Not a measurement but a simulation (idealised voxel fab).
This section sets out a process module, namely voxel self aligned vias.
The figure presents cross-section cut, which has a width of 240 nm and is divided into square cells with an edge length of 5 nm.
How to read a cross-section here: the picture is a grid of square cells, written as bands going from the top down, and any band can span one or more rows of cells. This entry defines a band. It first specifies the height of the band's top and the height of its bottom in nm, and then specifies the band's materials from left to right, stating each material with its width in nm. The word "full width" identifies a single material that fills the band from edge to edge, while the word "air" identifies empty space. Heights are expressed relative to 0, this being the level below which the as-received wafer comprises one material exclusively. The lowest band is unbounded in the downward direction and is denoted as in "z 0 and below". Quick explanation for "30 to 40": the width changes in equal steps down the rows of cells, from the first number in the band's top row to the second number in its bottom row. "no change" -> step changed no cross-section cell. "Enclosed void listing": sealed empty spaces, 8 cells or more, no open way to top, listed width x height at distance, with distance from the left edge and width, height and distance in nm. On a step's line, text after the settings is the simulator commenting on that step. You can add "overlay nm" to a step's line. For a step with a mask, it describes how far the mask lay to the right of its planned position, and a negative number describes a lay to the left.

So here's the lineup of process steps we planned
1: RECEIVE: material Si
2: CONFORMAL_DEP: material SiO2, thk nm 10
3: CONFORMAL_DEP: material SiCN, thk nm 5
4: DIRECTIONAL_DEP: material SiO2, thk nm 25
5: PATTERN: tone open, mask id LINES, material resist, width nm 20, pitch nm 65, thk nm 15, overlay nm 0
6: DIRECTIONAL_ETCH: etch materials SiO2, depth nm 25
7: STRIP: etch materials resist
8: CONFORMAL_DEP: material TiN, thk nm 5
9: FILL_DEP: material W, thk nm 10
10: CMP: height nm 40
11: SELECTIVE_ETCH: etch materials W Ru TiN, depth nm 10
12: FILL_DEP: material SiN, thk nm 5
13: CMP: height nm 40
14: DIRECTIONAL_DEP: material SiO2, thk nm 15
15: DIRECTIONAL_DEP: material aC, thk nm 10
16: PATTERN: tone open, mask id VIAS, material resist, width nm 40, pitch nm 65, thk nm 30, overlay nm 0
17: DIRECTIONAL_ETCH: etch materials aC, depth nm 10
18: STRIP: etch materials resist
19: DIRECTIONAL_ETCH: etch materials SiO2, depth nm 15
20: DIRECTIONAL_ETCH: etch materials SiN, depth nm 10
21: STRIP: etch materials aC
22: CONFORMAL_DEP: material TiN, thk nm 5
23: FILL_DEP: material Ru, thk nm 5
24: CMP: height nm 55
25: CONFORMAL_DEP: material SiN, thk nm 5

As received (post step 1): cross-section
    z 0 and below = Si full width
    Enclosed void listing: none

The first of the two wafers as seen in cross-section once the module was finished; processing followed the plan
    z 60 to 55 = SiN full width
    z 55 to 45 = 65 nm SiO2 / 5 nm TiN / 30 nm Ru / 5 nm TiN / 25 nm SiO2 / 5 nm TiN / 30 nm Ru / 5 nm TiN / 70 nm SiO2
    z 45 to 35 = 65 to 75 nm SiO2 / 15 to 5 nm TiN / 10 nm Ru / 15 to 5 nm TiN / 25 to 45 nm SiO2 / 15 to 5 nm TiN / 10 nm Ru / 15 to 5 nm TiN / 70 to 80 nm SiO2
    z 35 to 30 = 75 nm SiO2 / 20 nm TiN / 45 nm SiO2 / 20 nm TiN / 80 nm SiO2
    z 30 to 20 = 75 nm SiO2 / 5 nm TiN / 10 nm W / 5 nm TiN / 45 nm SiO2 / 5 nm TiN / 10 nm W / 5 nm TiN / 80 nm SiO2
    z 20 to 15 = 75 nm SiO2 / 20 nm TiN / 45 nm SiO2 / 20 nm TiN / 80 nm SiO2
    z 15 to 10 = SiCN full width
    z 10 to 0 = SiO2 full width
    z 0 and below = Si full width
    Enclosed void listing: none

End of module, second wafer, cross-section. Started like the first, planned like the first, run with one mistake
    z 60 to 55 = SiN full width
    z 55 to 45 = 60 nm SiO2 / 5 nm TiN / 40 nm Ru / 5 nm TiN / 15 nm SiO2 / 5 nm TiN / 40 nm Ru / 5 nm TiN / 65 nm SiO2
    z 45 to 35 = 60 to 75 nm SiO2 / 20 to 5 nm TiN / 10 nm Ru / 20 to 5 nm TiN / 15 to 45 nm SiO2 / 20 to 5 nm TiN / 10 nm Ru / 20 to 5 nm TiN / 65 to 80 nm SiO2
    z 35 to 30 = 75 nm SiO2 / 20 nm TiN / 45 nm SiO2 / 20 nm TiN / 80 nm SiO2
    z 30 to 20 = 75 nm SiO2 / 5 nm TiN / 10 nm W / 5 nm TiN / 45 nm SiO2 / 5 nm TiN / 10 nm W / 5 nm TiN / 80 nm SiO2
    z 20 to 15 = 75 nm SiO2 / 20 nm TiN / 45 nm SiO2 / 20 nm TiN / 80 nm SiO2
    z 15 to 10 = SiCN full width
    z 10 to 0 = SiO2 full width
    z 0 and below = Si full width
    Enclosed void listing: none
Want to know what went wrong? step 16 was run on a setting that differed from the plan, and what really ran there is PATTERN: tone open, mask id VIAS, material resist, width nm 50, pitch nm 65, thk nm 30, overlay nm 0
Bottom line after processing is that, in cells, the second wafer is up or down on some materials versus the first: Ru: 8 more; SiO2: 12 fewer; TiN: 4 more
